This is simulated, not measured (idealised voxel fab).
Process module name: voxel self aligned contacts
For reference, the cross-section in this document is cut, with width 300 nm and square cells of 5 nm.
Reading order for cross-sections: top band down to bottom band. Underlying form: a grid of square cells. Band size: one or more rows of cells. This entry defines a band. It first specifies the height of the band's top and the height of its bottom in nm, and then specifies the band's materials from left to right, stating each material with its width in nm. The word "edge to edge" identifies a single material that fills the band from edge to edge, while the word "blank" identifies empty space. The level at which height equals 0 is the one under which the wafer, as it arrives, is entirely one material. No lower edge exists for the bottom band, which continues downward and is notated as in "0 -> down". A width given as "30..40" starts at the first number in the band's top row and ends at the second number in its bottom row, shifting by an equal amount at every step from row to row. "no alterations made" means the step left every cell of the cross-section as it was. Look at "Completely sealed voids" for the closed voids: empty spaces with no open path to the top, sized 8 cells or up. Each is width x height at distance, distance from the left edge, all nm. Text after the settings on a step's line: the simulator's own remark on that step. The "overlay nm" setting may appear on a step's line; for a step that uses a mask, it gives how far to the right of its planned position the mask lay, and a negative value indicates the left.

**Steps in the process plan**
1: RECEIVE | material Si
2: OXIDIZE | depth nm 5
3: DIRECTIONAL_DEP | material polySi | thk nm 20
4: DIRECTIONAL_DEP | material SiN | thk nm 15
5: MASKED_ETCH | tone cover | mask id GATE | width nm 25 | pitch nm 60 | etch materials SiN | depth nm 15 | overlay nm 0
6: MASKED_ETCH | tone cover | mask id GATE | width nm 25 | pitch nm 60 | etch materials polySi | depth nm 20 | overlay nm 0
7: CONFORMAL_DEP | material SiN | thk nm 5
8: DIRECTIONAL_ETCH | etch materials SiN | depth nm 5
9: FILL_DEP | material SiO2 | thk nm 15
10: CMP | height nm 40
11: DIRECTIONAL_DEP | material aC | thk nm 10
12: PATTERN | tone open | mask id CONTACT | material resist | width nm 45 | thk nm 30 | overlay nm 0
13: DIRECTIONAL_ETCH | etch materials aC | depth nm 10
14: STRIP | etch materials resist
15: DIRECTIONAL_ETCH | etch materials SiO2 | depth nm 45
16: STRIP | etch materials aC
17: CONFORMAL_DEP | material TiN | thk nm 5
18: FILL_DEP | material Ru | thk nm 5
19: CMP | height nm 40
20: CONFORMAL_DEP | material SiN | thk nm 5

**What follows covers the first of two wafers; it ran as planned**

**As-received state of the wafer in cross-section, equivalent to post-step 1**
	0 -> down = Si edge to edge
	Completely sealed voids: none

**Wafer xsec, post step 2**
	0 -> -5 = SiO2 edge to edge
	Under -5: no change, same as before.

**Wafer xsec, post step 3**
	20 -> 0 = polySi edge to edge
	Under 0: no change, same as before.

**Wafer xsec, post step 4**
	35 -> 20 = SiN edge to edge
	Under 20: no change, same as before.

**Wafer xsec, post step 5**
	35 -> 20 = 105 nm blank, 25 nm SiN, 35 nm blank, 25 nm SiN, 110 nm blank
	Under 20: no change, same as before.

**Wafer xsec, post step 6**
	35 -> 20 = 105 nm blank, 25 nm SiN, 35 nm blank, 25 nm SiN, 110 nm blank
	20 -> 0 = 105 nm blank, 25 nm polySi, 35 nm blank, 25 nm polySi, 110 nm blank
	Under 0: no change, same as before.

**Wafer xsec, post step 7**
	40 -> 20 = 100 nm blank, 35 nm SiN, 25 nm blank, 35 nm SiN, 105 nm blank
	20 -> 5 = 100 nm blank, 5 nm SiN, 25 nm polySi, 5 nm SiN, 25 nm blank, 5 nm SiN, 25 nm polySi, 5 nm SiN, 105 nm blank
	5 -> 0 = 105 nm SiN, 25 nm polySi, 35 nm SiN, 25 nm polySi, 110 nm SiN
	Under 0: no change, same as before.

**Wafer xsec, post step 8**
	35 -> 20 = 100 nm blank, 35 nm SiN, 25 nm blank, 35 nm SiN, 105 nm blank
	20 -> 0 = 100 nm blank, 5 nm SiN, 25 nm polySi, 5 nm SiN, 25 nm blank, 5 nm SiN, 25 nm polySi, 5 nm SiN, 105 nm blank
	Under 0: no change, same as before.

**Wafer xsec, post step 9**
	50 -> 35 = SiO2 edge to edge
	35 -> 20 = 100 nm SiO2, 35 nm SiN, 25 nm SiO2, 35 nm SiN, 105 nm SiO2
	20 -> 0 = 100 nm SiO2, 5 nm SiN, 25 nm polySi, 5 nm SiN, 25 nm SiO2, 5 nm SiN, 25 nm polySi, 5 nm SiN, 105 nm SiO2
	Under 0: no change, same as before.

**Wafer xsec, post step 10**
	40 -> 35 = SiO2 edge to edge
	Under 35: no change, same as before.

**Wafer xsec, post step 11**
	50 -> 40 = aC edge to edge
	Under 40: no change, same as before.

**Wafer xsec, post step 12**
	80 -> 50 = 125 nm resist, 45 nm blank, 130 nm resist
	Under 50: no change, same as before.

**Wafer xsec, post step 13**
	70 -> 50 = 125 nm resist, 45 nm blank, 130 nm resist
	50 -> 40 = 125 nm aC, 45 nm blank, 130 nm aC
	Under 40: no change, same as before.

**Wafer xsec, post step 14**
	50 -> 40 = 125 nm aC, 45 nm blank, 130 nm aC
	Under 40: no change, same as before.

**Wafer xsec, post step 15**
	50 -> 40 = 125 nm aC, 45 nm blank, 130 nm aC
	40 -> 35 = 125 nm SiO2, 45 nm blank, 130 nm SiO2
	35 -> 20 = 100 nm SiO2, 35 nm SiN, 25 nm blank, 35 nm SiN, 105 nm SiO2
	20 -> 0 = 100 nm SiO2, 5 nm SiN, 25 nm polySi, 5 nm SiN, 25 nm blank, 5 nm SiN, 25 nm polySi, 5 nm SiN, 105 nm SiO2
	0 -> -5 = 135 nm SiO2, 25 nm blank, 140 nm SiO2
	Under -5: no change, same as before.

**Wafer xsec, post step 16**
	40 -> 35 = 125 nm SiO2, 45 nm blank, 130 nm SiO2
	Under 35: no change, same as before.

**Wafer xsec, post step 17**
	45 -> 40 = 130 nm TiN, 35 nm blank, 135 nm TiN
	40 -> 35 = 125 nm SiO2, 15 nm TiN, 15 nm blank, 15 nm TiN, 130 nm SiO2
	35 -> 20 = 100 nm SiO2, 35 nm SiN, 5 nm TiN, 15 nm blank, 5 nm TiN, 35 nm SiN, 105 nm SiO2
	20 -> 0 = 100 nm SiO2, 5 nm SiN, 25 nm polySi, 5 nm SiN, 5 nm TiN, 15 nm blank, 5 nm TiN, 5 nm SiN, 25 nm polySi, 5 nm SiN, 105 nm SiO2
	0 -> -5 = 135 nm SiO2, 25 nm TiN, 140 nm SiO2
	Under -5: no change, same as before.

**Wafer xsec, post step 18**
	50 -> 45 = Ru edge to edge
	45 -> 40 = 130 nm TiN, 35 nm Ru, 135 nm TiN
	40 -> 35 = 125 nm SiO2, 15 nm TiN, 15 nm Ru, 15 nm TiN, 130 nm SiO2
	35 -> 20 = 100 nm SiO2, 35 nm SiN, 5 nm TiN, 15 nm Ru, 5 nm TiN, 35 nm SiN, 105 nm SiO2
	20 -> 0 = 100 nm SiO2, 5 nm SiN, 25 nm polySi, 5 nm SiN, 5 nm TiN, 15 nm Ru, 5 nm TiN, 5 nm SiN, 25 nm polySi, 5 nm SiN, 105 nm SiO2
	Under 0: no change, same as before.

**Wafer xsec, post step 19**
	40 -> 35 = 125 nm SiO2, 15 nm TiN, 15 nm Ru, 15 nm TiN, 130 nm SiO2
	Under 35: no change, same as before.

**Wafer xsec, post step 20**
	45 -> 40 = SiN edge to edge
	Under 40: no change, same as before.

**second wafer: like start, like plan, one mistake. Through step 1 it matches the first wafer**

**At the planned end of step 2, the second wafer in cross-section**
	20 -> 0 = polySi edge to edge
	Under 0: no change, same as before.

**At the planned end of step 3, the second wafer in cross-section**
	20 -> 15 = SiO2 edge to edge
	Under 15: no change, same as before.

**At the planned end of step 4, the second wafer in cross-section**
	35 -> 20 = SiN edge to edge
	Under 20: no change, same as before.

**At the planned end of step 5, the second wafer in cross-section**
	35 -> 20 = 105 nm blank, 25 nm SiN, 35 nm blank, 25 nm SiN, 110 nm blank
	Under 20: no change, same as before.

At the planned end of step 6, the second wafer in cross-section: no alterations made

**At the planned end of step 7, the second wafer in cross-section**
	40 -> 25 = 100 nm blank, 35 nm SiN, 25 nm blank, 35 nm SiN, 105 nm blank
	25 -> 20 = SiN edge to edge
	Under 20: no change, same as before.

**At the planned end of step 8, the second wafer in cross-section**
	35 -> 20 = 100 nm blank, 35 nm SiN, 25 nm blank, 35 nm SiN, 105 nm blank
	Under 20: no change, same as before.

**At the planned end of step 9, the second wafer in cross-section**
	50 -> 35 = SiO2 edge to edge
	35 -> 20 = 100 nm SiO2, 35 nm SiN, 25 nm SiO2, 35 nm SiN, 105 nm SiO2
	Under 20: no change, same as before.

**At the planned end of step 10, the second wafer in cross-section**
	40 -> 35 = SiO2 edge to edge
	Under 35: no change, same as before.

**At the planned end of step 11, the second wafer in cross-section**
	50 -> 40 = aC edge to edge
	Under 40: no change, same as before.

**At the planned end of step 12, the second wafer in cross-section**
	80 -> 50 = 125 nm resist, 45 nm blank, 130 nm resist
	Under 50: no change, same as before.

**At the planned end of step 13, the second wafer in cross-section**
	70 -> 50 = 125 nm resist, 45 nm blank, 130 nm resist
	50 -> 40 = 125 nm aC, 45 nm blank, 130 nm aC
	Under 40: no change, same as before.

**At the planned end of step 14, the second wafer in cross-section**
	50 -> 40 = 125 nm aC, 45 nm blank, 130 nm aC
	Under 40: no change, same as before.

**At the planned end of step 15, the second wafer in cross-section**
	50 -> 40 = 125 nm aC, 45 nm blank, 130 nm aC
	40 -> 35 = 125 nm SiO2, 45 nm blank, 130 nm SiO2
	35 -> 20 = 100 nm SiO2, 35 nm SiN, 25 nm blank, 35 nm SiN, 105 nm SiO2
	20 -> 15 = 135 nm SiO2, 25 nm blank, 140 nm SiO2
	Under 15: no change, same as before.

**At the planned end of step 16, the second wafer in cross-section**
	40 -> 35 = 125 nm SiO2, 45 nm blank, 130 nm SiO2
	Under 35: no change, same as before.

**At the planned end of step 17, the second wafer in cross-section**
	45 -> 40 = 130 nm TiN, 35 nm blank, 135 nm TiN
	40 -> 35 = 125 nm SiO2, 15 nm TiN, 15 nm blank, 15 nm TiN, 130 nm SiO2
	35 -> 20 = 100 nm SiO2, 35 nm SiN, 5 nm TiN, 15 nm blank, 5 nm TiN, 35 nm SiN, 105 nm SiO2
	20 -> 15 = 135 nm SiO2, 25 nm TiN, 140 nm SiO2
	Under 15: no change, same as before.

**At the planned end of step 18, the second wafer in cross-section**
	50 -> 45 = Ru edge to edge
	45 -> 40 = 130 nm TiN, 35 nm Ru, 135 nm TiN
	40 -> 35 = 125 nm SiO2, 15 nm TiN, 15 nm Ru, 15 nm TiN, 130 nm SiO2
	35 -> 20 = 100 nm SiO2, 35 nm SiN, 5 nm TiN, 15 nm Ru, 5 nm TiN, 35 nm SiN, 105 nm SiO2
	Under 20: no change, same as before.

**At the planned end of step 19, the second wafer in cross-section**
	40 -> 35 = 125 nm SiO2, 15 nm TiN, 15 nm Ru, 15 nm TiN, 130 nm SiO2
	Under 35: no change, same as before.

**At the planned end of step 20, the second wafer in cross-section**
	45 -> 40 = SiN edge to edge
	Under 40: no change, same as before.
It is concluded that the wafer was processed incorrectly with respect to the plan, in that order of steps 2 and 3 inverted relative to the plan
Final difference in cells, second wafer against first, listed per material as more or fewer: 12 fewer of Ru; 60 more of Si; 16 fewer of SiN; 164 fewer of SiO2; 8 fewer of TiN; 140 more of polySi
